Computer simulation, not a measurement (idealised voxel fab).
process module | voxel transistor to metal
cross-section cut | 215 nm wide | cells 5 nm
A cross-section is a grid of square cells, given in bands from the top down. A band is one or more rows of cells.
Each band's line starts with the height of the band's top and of its bottom, in nm. Then come its materials from left to right, each with its width in nm. One material with "throughout" fills the band from edge to edge. "air" is empty space.
Height 0 is the level under which the wafer as received is all one material. The lowest band goes on downwards, as in "0 down".
A width such as "30 to 40" changes by the same amount from each row of cells to the next, from the band's top row to its bottom row.
"no change" after a step means that no cell of the cross-section changed.
closed voids: empty space of 8 cells or more with no open way to the top, each as width x height at its distance from the left edge, in nm
after a step's settings: what the simulator itself notes on the step
overlay nm, on a step with a mask: how far to the right of its planned place the mask lay; to the left if negative
plan
1 op RECEIVE | material Si
2 op CONFORMAL_DEP | material SiO2 | thk nm 5
3 op CONFORMAL_DEP | material SiN | thk nm 15
4 op PATTERN | tone cover | mask id ACTIVE | material resist | width nm 95 | thk nm 20 | overlay nm 0
5 op DIRECTIONAL_ETCH | etch materials SiN | depth nm 15
6 op DIRECTIONAL_ETCH | etch materials SiO2 | depth nm 5
7 op DIRECTIONAL_ETCH | etch materials Si | depth nm 30
8 op STRIP | etch materials resist
9 op FILL_DEP | material SiO2 | thk nm 10
10 op CMP | height nm 20
11 op SELECTIVE_ETCH | etch materials SiO2 | depth nm 10
12 op STRIP | etch materials SiN
13 op SELECTIVE_ETCH | etch materials SiO2 | depth nm 5
14 op OXIDIZE | depth nm 5
15 op DIRECTIONAL_DEP | material polySi | thk nm 20
16 op DIRECTIONAL_DEP | material SiCN | thk nm 10
17 op DIRECTIONAL_DEP | material aC | thk nm 15
18 op PATTERN | tone cover | mask id GATE | material resist | width nm 25 | thk nm 35 | overlay nm 0
19 op DIRECTIONAL_ETCH | etch materials aC | depth nm 15
20 op STRIP | etch materials resist
21 op DIRECTIONAL_ETCH | etch materials SiCN | depth nm 20
22 op DIRECTIONAL_ETCH | etch materials polySi | depth nm 30
23 op STRIP | etch materials aC
24 op CONFORMAL_DEP | material SiN | thk nm 5
25 op DIRECTIONAL_ETCH | etch materials SiN | depth nm 5
26 op DIRECTIONAL_ETCH | etch materials SiO2 | depth nm 5
27 op EPI | material nSi | thk nm 5
28 op FILL_DEP | material SiO2 | thk nm 10
29 op CMP | height nm 30
30 op DIRECTIONAL_DEP | material SiO2 | thk nm 10
31 op MASKED_ETCH | tone open | mask id CONTACT | width nm 15 | pitch nm 70 | etch materials SiO2 | depth nm 40 | overlay nm 0
32 op CONFORMAL_DEP | material TiN | thk nm 5
33 op FILL_DEP | material Ru | thk nm 5
34 op CMP | height nm 40
35 op DIRECTIONAL_DEP | material TiN | thk nm 5
36 op DIRECTIONAL_DEP | material W | thk nm 20
37 op MASKED_ETCH | tone cover | mask id METAL_1 | width nm 15 | pitch nm 70 | etch materials W | depth nm 20 | overlay nm 0
38 op MASKED_ETCH | tone cover | mask id METAL_1 | width nm 15 | pitch nm 70 | etch materials TiN | depth nm 5 | overlay nm 0
39 op FILL_DEP | material SiO2 | thk nm 5
40 op CMP | height nm 65
41 op CONFORMAL_DEP | material SiN | thk nm 5
as received, after step 1
  0 down: Si throughout
  closed voids: none
a wafer at the end: this start, this plan, one mistake
  70 to 65: SiN throughout
  65 to 45: SiO2 65 | W 15 | SiO2 55 | W 15 | SiO2 65
  45 to 40: SiO2 65 | TiN 15 | SiO2 55 | TiN 15 | SiO2 65
  40 to 30: SiO2 65 | TiN 5 | Ru 5 | TiN 5 | SiO2 55 | TiN 5 | Ru 5 | TiN 5 | SiO2 65
  30 to 20: SiO2 65 | TiN 5 | Ru 5 | TiN 5 | SiO2 10 | SiN 5 | SiCN 25 | SiN 5 | SiO2 10 | TiN 5 | Ru 5 | TiN 5 | SiO2 65
  20 to 5: SiO2 65 | TiN 5 | Ru 5 | TiN 5 | SiO2 10 | SiN 5 | polySi 25 | SiN 5 | SiO2 10 | TiN 5 | Ru 5 | TiN 5 | SiO2 65
  5 to 0: SiO2 60 | SiN 5 | TiN 15 | SiO2 10 | SiN 5 | polySi 25 | SiN 5 | SiO2 10 | TiN 15 | SiN 5 | SiO2 60
  0 to -5: SiO2 65 | nSi 25 | SiO2 35 | nSi 25 | SiO2 65
  -5 to -30: SiO2 65 | Si 85 | SiO2 65
  -30 down: Si throughout
  closed voids: none
what went wrong: step 4 ran as: op PATTERN | tone cover | mask id ACTIVE | material resist | width nm 85 | thk nm 20 | overlay nm 0
